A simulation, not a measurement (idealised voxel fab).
The following is a process module called voxel ribs on slabs.
Displayed cross-section: cut, width of 265 nm, square cells sized 5 nm.
Reading order for cross-sections: top band down to bottom band. Underlying form: a grid of square cells. Band size: one or more rows of cells.
Heads up on the band format: heights come first, top then bottom, in nm. After that it's the materials left to right, each with its width in nm. A single material flagged "edge to edge" fills the whole band edge to edge, and "blank" means there's empty space there.
Beneath 0, the wafer as received is one material, and that level is where height counting begins. The lowest band goes on downward without a bottom; it is written like "z 0 and below".
So if you see something like "30..40" for the width, read it as the top row of the band sitting at the first number and the bottom row at the second, with every row in between moving by the same amount as the last.
"no change occurred" (step): cross-section cells unchanged, all of them.
Empty spaces counting at least 8 cells and having no open way to the top are listed in "Encapsulated voids". The notation width x height at distance is used for each, the distance being from the left edge and all three values in nm.
Note: text after step settings on the step line = simulator remark on that step.
overlay nm: right-of-plan distance of the mask on a masked step; negative values mean left-of-plan.
THE PLANNED PROCESS STEPS ARE ENUMERATED HEREUNDER
1: RECEIVE (material Si)
2: DIRECTIONAL_DEP (material SiO2; thk nm 25)
3: DIRECTIONAL_DEP (material SiN; thk nm 20)
4: MASKED_ETCH (tone cover; mask id RIB; width nm 20; etch materials SiN; depth nm 15; overlay nm 0)
5: PATTERN (tone cover; mask id SLAB; material resist; width nm 60; thk nm 15; overlay nm 0)
6: DIRECTIONAL_ETCH (etch materials SiN; depth nm 5)
7: STRIP (etch materials resist)
8: FILL_DEP (material SiO2; thk nm 30)
9: CMP (height nm 65)
10: DIRECTIONAL_DEP (material W; thk nm 10)
11: PATTERN (tone cover; mask id HEATER; material resist; width nm 30; thk nm 20; overlay nm 0)
12: DIRECTIONAL_ETCH (etch materials W; depth nm 10)
13: STRIP (etch materials resist)
14: CONFORMAL_DEP (material SiO2; thk nm 10)
AS-RECEIVED STATE OF THE WAFER IN CROSS-SECTION, EQUIVALENT TO POST-STEP 1
* z 0 and below = Si edge to edge
* Encapsulated voids: none
WAFER CROSS-SECTION AT MODULE END: FIRST OF TWO, RUN TO PLAN
* z 85 to 75 = 105 of blank  50 of SiO2  110 of blank
* z 75 to 65 = 115 of SiO2  30 of W  120 of SiO2
* z 65 to 45 = SiO2 edge to edge
* z 45 to 30 = 120 of SiO2  20 of SiN  125 of SiO2
* z 30 to 25 = 100 of SiO2  60 of SiN  105 of SiO2
* z 25 to 0 = SiO2 edge to edge
* z 0 and below = Si edge to edge
* Encapsulated voids: none
WAFER TWO, END OF MODULE, CROSS-SECTION. SAME START, SAME PLAN AS WAFER ONE. ONE MISTAKE IN THE RUN
* z 90 to 80 = 105 of blank  50 of SiO2  110 of blank
* z 80 to 70 = 115 of SiO2  30 of W  120 of SiO2
* z 70 to 45 = SiO2 edge to edge
* z 45 to 30 = 120 of SiO2  20 of SiN  125 of SiO2
* z 30 to 25 = 100 of SiO2  60 of SiN  105 of SiO2
* z 25 to 0 = SiO2 edge to edge
* z 0 and below = Si edge to edge
* Encapsulated voids: none
In executing the process, a mistake was made relative to the plan: step 9 ran differently from the plan; actual operation with settings: CMP (height nm 70)
Heads up, by the end the second wafer has more or fewer cells of some materials compared to the first: 53 more of SiO2
